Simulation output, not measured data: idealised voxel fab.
The following process module bears the name voxel capacitor over wiring.
Cross-section cut spans 275 nm and uses square cells 5 nm in size.
Cross-sections here: square-cell grids, written as top-down lists of bands, a band being one or more rows of cells. Basically the band line says how high the top is and how high the bottom is, in nm, and then what's in it from left to right, every material with its width in nm. Empty space shows up as "empty", and if a single material carries "all across" it runs the full band edge to edge. Convention: height 0 is the level below which the wafer, as received, is all one material. The lowest band does not terminate at the bottom but continues downward, represented as "z 0 and below". The notation "30 to 40" denotes a width that varies across the rows of cells in the band, beginning at the first number in the top row, finishing at the second number in the bottom row, and changing by an identical amount from each row to the next. When a step is marked "nothing got changed", none of the cells in the cross-section changed during that step. Enclosed cavity list: empty space of 8 cells or more with no open way to the top, each as width x height at its distance from the left edge, in nm. Step line, after settings: the simulator's comment on this step. When a step includes a mask, the "overlay nm" setting on its line states how far to the right of its planned place that mask lay, and negative values state how far to the left.

SO HERE'S THE LINEUP OF PROCESS STEPS WE PLANNED
1) RECEIVE with material Si
2) CONFORMAL_DEP with material SiO2, thk nm 10
3) DIRECTIONAL_DEP with material TiN, thk nm 5
4) DIRECTIONAL_DEP with material W, thk nm 20
5) PATTERN with tone cover, mask id METAL_1, material resist, width nm 30, pitch nm 80, thk nm 20, overlay nm 0
6) DIRECTIONAL_ETCH with etch materials W, depth nm 20
7) DIRECTIONAL_ETCH with etch materials TiN, depth nm 5
8) STRIP with etch materials resist
9) FILL_DEP with material lowk, thk nm 10
10) CMP with height nm 35
11) CONFORMAL_DEP with material SiCN, thk nm 5
12) DIRECTIONAL_DEP with material SiO2, thk nm 15
13) MASKED_ETCH with tone open, mask id PLUG_1, width nm 15, etch materials SiO2, depth nm 15, overlay nm 0
14) MASKED_ETCH with tone open, mask id PLUG_1, width nm 15, etch materials SiCN, depth nm 5, overlay nm -15
15) EPI with material Ru, thk nm 10
16) EPI with material Ru, thk nm 10
17) DIRECTIONAL_DEP with material TiN, thk nm 5
18) DIRECTIONAL_DEP with material HfO2, thk nm 5
19) DIRECTIONAL_DEP with material TiN, thk nm 5
20) DIRECTIONAL_DEP with material aC, thk nm 10
21) PATTERN with tone cover, mask id UPPER_PLATE, material resist, width nm 55, thk nm 25, overlay nm 0
22) DIRECTIONAL_ETCH with etch materials aC, depth nm 10
23) STRIP with etch materials resist
24) DIRECTIONAL_ETCH with etch materials TiN, depth nm 5
25) DIRECTIONAL_ETCH with etch materials HfO2, depth nm 5
26) STRIP with etch materials aC
27) MASKED_ETCH with tone cover, mask id LOWER_PLATE, width nm 65, etch materials TiN, depth nm 5, overlay nm 0
28) FILL_DEP with material SiO2, thk nm 15
29) CMP with height nm 80
30) MASKED_ETCH with tone open, mask id PLUG_2, width nm 15, etch materials SiO2, depth nm 10, overlay nm 0
31) CONFORMAL_DEP with material TiN, thk nm 5
32) FILL_DEP with material Ru, thk nm 10
33) CMP with height nm 80
34) CONFORMAL_DEP with material SiN, thk nm 5
Variable across wafers: step 14 overlay nm (plan value is that of the first wafer; starting state common to all).

HERE'S THE FIRST OF THE WAFERS IN CROSS-SECTION, JUST AS WE GOT IT, I.E. AFTER STEP 1
> z 0 and below  Si all across
> Enclosed cavity list: none

FIRST WAFER OF SEVERAL, CROSS-SECTION, MODULE END, AFTER STEP 34 (LAST)
> z 85 to 80  SiN all across
> z 80 to 75  SiO2: 105 | TiN: 5 | Ru: 5 | TiN: 5 | SiO2: 155
> z 75 to 65  SiO2: 105 to 110 | TiN: 15 to 40 | SiO2: 155 to 125
> z 65 to 60  SiO2: 110 | HfO2: 40 | SiO2: 125
> z 60 to 55  SiO2: 90 | TiN: 5 | SiO2: 15 | TiN: 45 | SiO2: 120
> z 55 to 50  SiO2: 95 | TiN: 15 | SiO2: 165
> z 50 to 45  SiO2: 95 | HfO2: 15 | SiO2: 165
> z 45 to 40  SiO2: 95 | TiN: 15 | SiO2: 165
> z 40 to 35  SiCN all across
> z 35 to 15  lowk: 80 | W: 30 | lowk: 50 | W: 30 | lowk: 85
> z 15 to 10  lowk: 80 | TiN: 30 | lowk: 50 | TiN: 30 | lowk: 85
> z 10 to 0  SiO2 all across
> z 0 and below  Si all across
> Enclosed cavity list: none

SECTIONAL VIEW OF THE LAST WAFER UPON COMPLETION OF THE MODULE
> z 85 to 80  SiN all across
> z 80 to 75  SiO2: 105 | TiN: 5 | Ru: 5 | TiN: 5 | SiO2: 155
> z 75 to 65  SiO2: 105 to 110 | TiN: 15 to 40 | SiO2: 155 to 125
> z 65 to 60  SiO2: 110 | HfO2: 40 | SiO2: 125
> z 60 to 55  SiO2: 90 | TiN: 5 | SiO2: 15 | TiN: 45 | SiO2: 120
> z 55 to 50  SiO2: 95 | TiN: 15 | SiO2: 165
> z 50 to 45  SiO2: 95 | HfO2: 15 | SiO2: 165
> z 45 to 40  SiO2: 95 | TiN: 15 | SiO2: 165
> z 40 to 35  SiCN all across
> z 35 to 15  lowk: 80 | W: 30 | lowk: 50 | W: 30 | lowk: 85
> z 15 to 10  lowk: 80 | TiN: 30 | lowk: 50 | TiN: 30 | lowk: 85
> z 10 to 0  SiO2 all across
> z 0 and below  Si all across
> Enclosed cavity list: none

WHAT FOLLOWS IS A TABLE IN WHICH EACH WAFER OCCUPIES A ROW; FOR THE WAFER AS IT STANDS AT THE CLOSE OF THE MODULE, THE ROW STATES, MATERIAL BY MATERIAL, HOW MANY CELLS HAVE BEEN GAINED (+) OR LOST (-) SINCE RECEIPT, AND THEN GIVES ITS CLOSED VOIDS
overlay nm -15, +11 HfO2, +1 Ru, +55 SiCN, +55 SiN, +509 SiO2, +41 TiN, +48 W, +215 lowk, Enclosed cavity list: none
overlay nm -10, +11 HfO2, +11 Ru, +54 SiCN, +55 SiN, +500 SiO2, +41 TiN, +48 W, +215 lowk, Enclosed cavity list: none
overlay nm -5, +11 HfO2, +12 Ru, +53 SiCN, +55 SiN, +500 SiO2, +41 TiN, +48 W, +215 lowk, Enclosed cavity list: none
overlay nm 0, +11 HfO2, +13 Ru, +52 SiCN, +55 SiN, +500 SiO2, +41 TiN, +48 W, +215 lowk, Enclosed cavity list: none
overlay nm 5, +11 HfO2, +12 Ru, +53 SiCN, +55 SiN, +500 SiO2, +41 TiN, +48 W, +215 lowk, Enclosed cavity list: none
overlay nm 10, +11 HfO2, +11 Ru, +54 SiCN, +55 SiN, +500 SiO2, +41 TiN, +48 W, +215 lowk, Enclosed cavity list: none
overlay nm 15, +11 HfO2, +1 Ru, +55 SiCN, +55 SiN, +509 SiO2, +41 TiN, +48 W, +215 lowk, Enclosed cavity list: none
